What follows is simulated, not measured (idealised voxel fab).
process module | voxel gate over fins
cross-section cut | 250 nm wide | cells 5 nm
A cross-section is a grid of square cells, given in bands from the top down. A band is one or more rows of cells.
Each band's line starts with the height of the band's top and of its bottom, in nm. Then come its materials from left to right, each with its width in nm. One material with "throughout" fills the band from edge to edge. "air" is empty space.
Height 0 is the level under which the wafer as received is all one material. The lowest band goes on downwards, as in "0 down".
A width such as "30 to 40" changes by the same amount from each row of cells to the next, from the band's top row to its bottom row.
"no change" after a step means that no cell of the cross-section changed.
closed voids: empty space of 8 cells or more with no open way to the top, each as width x height at its distance from the left edge, in nm
after a step's settings: what the simulator itself notes on the step
overlay nm, on a step with a mask: how far to the right of its planned place the mask lay; to the left if negative
plan
1 op RECEIVE | material Si
2 op CONFORMAL_DEP | material SiN | thk nm 10
3 op DIRECTIONAL_DEP | material aC | thk nm 15
4 op PATTERN | tone cover | mask id FINS | material resist | width nm 15 | pitch nm 35 | thk nm 35 | overlay nm 0
5 op DIRECTIONAL_ETCH | etch materials aC | depth nm 15
6 op STRIP | etch materials resist
7 op DIRECTIONAL_ETCH | etch materials SiN | depth nm 10
8 op DIRECTIONAL_ETCH | etch materials Si | depth nm 30
9 op STRIP | etch materials aC
10 op OXIDIZE | depth nm 5
11 op FILL_DEP | material SiO2 | thk nm 5
12 op CMP | height nm 10
13 op SELECTIVE_ETCH | etch materials SiO2 | depth nm 25
14 op STRIP | etch materials SiN
15 op CONFORMAL_DEP | material HfO2 | thk nm 5
16 op CONFORMAL_DEP | material TiN | thk nm 5
17 op FILL_DEP | material W | thk nm 15
18 op CMP | height nm 20
19 op CONFORMAL_DEP | material SiCN | thk nm 5
first wafer, as planned
as received, after step 1
  0 down: Si throughout
  closed voids: none
after step 2
  10 to 0: SiN throughout
  below 0: unchanged
after step 3
  25 to 10: aC throughout
  below 10: unchanged
after step 4
  60 to 25: air 100 | resist 15 | air 20 | resist 15 | air 100
  below 25: unchanged
after step 5
  45 to 25: air 100 | resist 15 | air 20 | resist 15 | air 100
  25 to 10: air 100 | aC 15 | air 20 | aC 15 | air 100
  below 10: unchanged
after step 6
  25 to 10: air 100 | aC 15 | air 20 | aC 15 | air 100
  below 10: unchanged
after step 7
  25 to 10: air 100 | aC 15 | air 20 | aC 15 | air 100
  10 to 0: air 100 | SiN 15 | air 20 | SiN 15 | air 100
  below 0: unchanged
after step 8
  25 to 10: air 100 | aC 15 | air 20 | aC 15 | air 100
  10 to 0: air 100 | SiN 15 | air 20 | SiN 15 | air 100
  0 to -30: air 100 | Si 15 | air 20 | Si 15 | air 100
  below -30: unchanged
after step 9
  10 to 0: air 100 | SiN 15 | air 20 | SiN 15 | air 100
  below 0: unchanged
after step 10
  10 to 0: air 100 | SiN 15 | air 20 | SiN 15 | air 100
  0 to -30: air 100 | SiO2 5 | Si 5 | SiO2 5 | air 20 | SiO2 5 | Si 5 | SiO2 5 | air 100
  -30 to -35: SiO2 105 | Si 5 | SiO2 30 | Si 5 | SiO2 105
  below -35: unchanged
after step 11
  15 to 10: SiO2 throughout
  10 to 0: SiO2 100 | SiN 15 | SiO2 20 | SiN 15 | SiO2 100
  0 to -35: SiO2 105 | Si 5 | SiO2 30 | Si 5 | SiO2 105
  below -35: unchanged
after step 12
  10 to 0: SiO2 100 | SiN 15 | SiO2 20 | SiN 15 | SiO2 100
  below 0: unchanged
after step 13
  10 to 0: air 100 | SiN 15 | air 20 | SiN 15 | air 100
  0 to -15: air 105 | Si 5 | air 30 | Si 5 | air 105
  below -15: unchanged
after step 14
  0 to -15: air 105 | Si 5 | air 30 | Si 5 | air 105
  below -15: unchanged
after step 15
  5 to 0: air 100 | HfO2 15 | air 20 | HfO2 15 | air 100
  0 to -10: air 100 | HfO2 5 | Si 5 | HfO2 5 | air 20 | HfO2 5 | Si 5 | HfO2 5 | air 100
  -10 to -15: HfO2 105 | Si 5 | HfO2 30 | Si 5 | HfO2 105
  below -15: unchanged
after step 16
  10 to 5: air 95 | TiN 25 | air 10 | TiN 25 | air 95
  5 to 0: air 95 | TiN 5 | HfO2 15 | TiN 5 | air 10 | TiN 5 | HfO2 15 | TiN 5 | air 95
  0 to -5: air 95 | TiN 5 | HfO2 5 | Si 5 | HfO2 5 | TiN 5 | air 10 | TiN 5 | HfO2 5 | Si 5 | HfO2 5 | TiN 5 | air 95
  -5 to -10: TiN 100 | HfO2 5 | Si 5 | HfO2 5 | TiN 20 | HfO2 5 | Si 5 | HfO2 5 | TiN 100
  below -10: unchanged
after step 17
  25 to 10: W throughout
  10 to 5: W 95 | TiN 25 | W 10 | TiN 25 | W 95
  5 to 0: W 95 | TiN 5 | HfO2 15 | TiN 5 | W 10 | TiN 5 | HfO2 15 | TiN 5 | W 95
  0 to -5: W 95 | TiN 5 | HfO2 5 | Si 5 | HfO2 5 | TiN 5 | W 10 | TiN 5 | HfO2 5 | Si 5 | HfO2 5 | TiN 5 | W 95
  below -5: unchanged
after step 18
  20 to 10: W throughout
  below 10: unchanged
after step 19
  25 to 20: SiCN throughout
  below 20: unchanged
second wafer: like start, like plan, one mistake. Through step 3 it matches the first wafer
when step 4 should have ended
  60 to 25: air 95 | resist 15 | air 20 | resist 15 | air 105
  below 25: unchanged
when step 5 should have ended
  45 to 25: air 95 | resist 15 | air 20 | resist 15 | air 105
  25 to 10: air 95 | aC 15 | air 20 | aC 15 | air 105
  below 10: unchanged
when step 6 should have ended
  25 to 10: air 95 | aC 15 | air 20 | aC 15 | air 105
  below 10: unchanged
when step 7 should have ended
  25 to 10: air 95 | aC 15 | air 20 | aC 15 | air 105
  10 to 0: air 95 | SiN 15 | air 20 | SiN 15 | air 105
  below 0: unchanged
when step 8 should have ended
  25 to 10: air 95 | aC 15 | air 20 | aC 15 | air 105
  10 to 0: air 95 | SiN 15 | air 20 | SiN 15 | air 105
  0 to -30: air 95 | Si 15 | air 20 | Si 15 | air 105
  below -30: unchanged
when step 9 should have ended
  10 to 0: air 95 | SiN 15 | air 20 | SiN 15 | air 105
  below 0: unchanged
when step 10 should have ended
  10 to 0: air 95 | SiN 15 | air 20 | SiN 15 | air 105
  0 to -30: air 95 | SiO2 5 | Si 5 | SiO2 5 | air 20 | SiO2 5 | Si 5 | SiO2 5 | air 105
  -30 to -35: SiO2 100 | Si 5 | SiO2 30 | Si 5 | SiO2 110
  below -35: unchanged
when step 11 should have ended
  15 to 10: SiO2 throughout
  10 to 0: SiO2 95 | SiN 15 | SiO2 20 | SiN 15 | SiO2 105
  0 to -35: SiO2 100 | Si 5 | SiO2 30 | Si 5 | SiO2 110
  below -35: unchanged
when step 12 should have ended
  10 to 0: SiO2 95 | SiN 15 | SiO2 20 | SiN 15 | SiO2 105
  below 0: unchanged
when step 13 should have ended
  10 to 0: air 95 | SiN 15 | air 20 | SiN 15 | air 105
  0 to -15: air 100 | Si 5 | air 30 | Si 5 | air 110
  below -15: unchanged
when step 14 should have ended
  0 to -15: air 100 | Si 5 | air 30 | Si 5 | air 110
  below -15: unchanged
when step 15 should have ended
  5 to 0: air 95 | HfO2 15 | air 20 | HfO2 15 | air 105
  0 to -10: air 95 | HfO2 5 | Si 5 | HfO2 5 | air 20 | HfO2 5 | Si 5 | HfO2 5 | air 105
  -10 to -15: HfO2 100 | Si 5 | HfO2 30 | Si 5 | HfO2 110
  below -15: unchanged
when step 16 should have ended
  10 to 5: air 90 | TiN 25 | air 10 | TiN 25 | air 100
  5 to 0: air 90 | TiN 5 | HfO2 15 | TiN 5 | air 10 | TiN 5 | HfO2 15 | TiN 5 | air 100
  0 to -5: air 90 | TiN 5 | HfO2 5 | Si 5 | HfO2 5 | TiN 5 | air 10 | TiN 5 | HfO2 5 | Si 5 | HfO2 5 | TiN 5 | air 100
  -5 to -10: TiN 95 | HfO2 5 | Si 5 | HfO2 5 | TiN 20 | HfO2 5 | Si 5 | HfO2 5 | TiN 105
  below -10: unchanged
when step 17 should have ended
  25 to 10: W throughout
  10 to 5: W 90 | TiN 25 | W 10 | TiN 25 | W 100
  5 to 0: W 90 | TiN 5 | HfO2 15 | TiN 5 | W 10 | TiN 5 | HfO2 15 | TiN 5 | W 100
  0 to -5: W 90 | TiN 5 | HfO2 5 | Si 5 | HfO2 5 | TiN 5 | W 10 | TiN 5 | HfO2 5 | Si 5 | HfO2 5 | TiN 5 | W 100
  below -5: unchanged
when step 18 should have ended
  20 to 10: W throughout
  below 10: unchanged
when step 19 should have ended
  25 to 20: SiCN throughout
  below 20: unchanged
what went wrong: step 4 ran as: op PATTERN | tone cover | mask id FINS | material resist | width nm 15 | pitch nm 35 | thk nm 35 | overlay nm -5
at the end the second wafer has, in cells: as many of each material as the first, in other places
